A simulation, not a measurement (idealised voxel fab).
Process module under the name voxel self aligned vias
Cross-section cut spans 255 nm and uses square cells 5 nm in size.
Notation: cross-section as square-cell grid; stated in bands, top first, going down; one or more cell rows per band. Band: top height; bottom height; in nm. Then, left to right: material with width in nm, for each material. "edge to edge": a single material spanning edge to edge. "empty": empty space. Counting heights begins at 0, where everything beneath is, in the wafer as received, one material. The lowest band has no bottom; it goes on downwards, as "top 0, no bottom" shows. The two numbers in a width such as "30 to 40" mark its ends across the band: the first belongs to the top row of cells, the second to the bottom row, and from each row to the next the width moves by the same amount. "nothing changed" (step): cross-section cells unchanged, all of them. This entry, "Enclosed internal cavities", enumerates those empty regions of no fewer than 8 cells that possess no open connection to the top. Each region is reported in the form width x height at distance, the distance being taken from the left edge, with all three quantities expressed in nm. It should be noted that, on the line of a given step, the content following the step's settings is a remark produced by the simulator itself with respect to that step. The setting "overlay nm" may be written on the line of a step. When the step uses a mask, the value reports how far to the right of the planned place the mask lay, and a negative value reports that it lay to the left.

### So here's the lineup of process steps we planned
1) RECEIVE,material Si
2) CONFORMAL_DEP,material SiO2,thk nm 10
3) CONFORMAL_DEP,material SiCN,thk nm 5
4) DIRECTIONAL_DEP,material SiO2,thk nm 25
5) MASKED_ETCH,tone open,mask id LINES,width nm 25,pitch nm 60,etch materials SiO2,depth nm 25,overlay nm 0
6) CONFORMAL_DEP,material TiN,thk nm 5
7) FILL_DEP,material W,thk nm 5
8) CMP,height nm 40
9) SELECTIVE_ETCH,etch materials W Ru TiN,depth nm 5
10) FILL_DEP,material SiN,thk nm 10
11) CMP,height nm 40
12) DIRECTIONAL_DEP,material SiO2,thk nm 20
13) MASKED_ETCH,tone open,mask id VIAS,width nm 45,pitch nm 120,etch materials SiO2,depth nm 20,overlay nm 0
14) MASKED_ETCH,tone open,mask id VIAS,width nm 45,pitch nm 120,etch materials SiN,depth nm 10,overlay nm 0
15) CONFORMAL_DEP,material TiN,thk nm 5
16) FILL_DEP,material Cu,thk nm 5
17) CMP,height nm 60
18) CONFORMAL_DEP,material SiCN,thk nm 5
Wafers differ in depth nm at step 9; plan lists the first wafer's value; identical starting state.

### The first of several wafers as received, shown in cross-section; this is its state after step 1
> top 0, no bottom | Si edge to edge
> Enclosed internal cavities: none

### At the end of the module, after its last step, step 18, the first of several wafers appears in cross-section as follows
> top 65, bottom 60 | SiCN edge to edge
> top 60, bottom 45 | SiO2 45  TiN 5  Cu 35  TiN 5  SiO2 75  TiN 5  Cu 35  TiN 5  SiO2 45
> top 45, bottom 40 | SiO2 45  TiN 15  Cu 15  TiN 15  SiO2 75  TiN 15  Cu 15  TiN 15  SiO2 45
> top 40, bottom 35 | SiO2 55  TiN 25  SiO2 35  SiN 25  SiO2 35  TiN 25  SiO2 55
> top 35, bottom 20 | SiO2 55  TiN 5  W 15  TiN 5  SiO2 35  TiN 5  W 15  TiN 5  SiO2 35  TiN 5  W 15  TiN 5  SiO2 55
> top 20, bottom 15 | SiO2 55  TiN 25  SiO2 35  TiN 25  SiO2 35  TiN 25  SiO2 55
> top 15, bottom 10 | SiCN edge to edge
> top 10, bottom 0 | SiO2 edge to edge
> top 0, no bottom | Si edge to edge
> Enclosed internal cavities: none

### Final wafer of several, shown in cross-section at the end of the module
> top 65, bottom 60 | SiCN edge to edge
> top 60, bottom 45 | SiO2 45  TiN 5  Cu 35  TiN 5  SiO2 75  TiN 5  Cu 35  TiN 5  SiO2 45
> top 45, bottom 40 | SiO2 45  TiN 15  Cu 15  TiN 15  SiO2 75  TiN 15  Cu 15  TiN 15  SiO2 45
> top 40, bottom 35 | SiO2 55  TiN 5  Cu 15  TiN 5  SiO2 35  SiN 25  SiO2 35  TiN 5  Cu 15  TiN 5  SiO2 55
> top 35, bottom 30 | SiO2 55  TiN 25  SiO2 35  SiN 25  SiO2 35  TiN 25  SiO2 55
> top 30, bottom 15 | SiO2 55  SiN 25  SiO2 35  SiN 25  SiO2 35  SiN 25  SiO2 55
> top 15, bottom 10 | SiCN edge to edge
> top 10, bottom 0 | SiO2 edge to edge
> top 0, no bottom | Si edge to edge
> Enclosed internal cavities: none

### The table below has one row for each wafer; a row shows, as of the end of the module, how many cells of each material the wafer has gained, marked (+), or lost, marked (-), since it was received, and then the wafer's closed voids
depth nm 5; +48 Cu; +102 SiCN; +5 SiN; +414 SiO2; +67 TiN; +27 W; Enclosed internal cavities: none
depth nm 10; +54 Cu; +102 SiCN; +10 SiN; +414 SiO2; +65 TiN; +18 W; Enclosed internal cavities: none
depth nm 15; +54 Cu; +102 SiCN; +25 SiN; +414 SiO2; +59 TiN; +9 W; Enclosed internal cavities: none
depth nm 20; +54 Cu; +102 SiCN; +40 SiN; +414 SiO2; +53 TiN; Enclosed internal cavities: none
depth nm 25; +54 Cu; +102 SiCN; +55 SiN; +414 SiO2; +38 TiN; Enclosed internal cavities: none
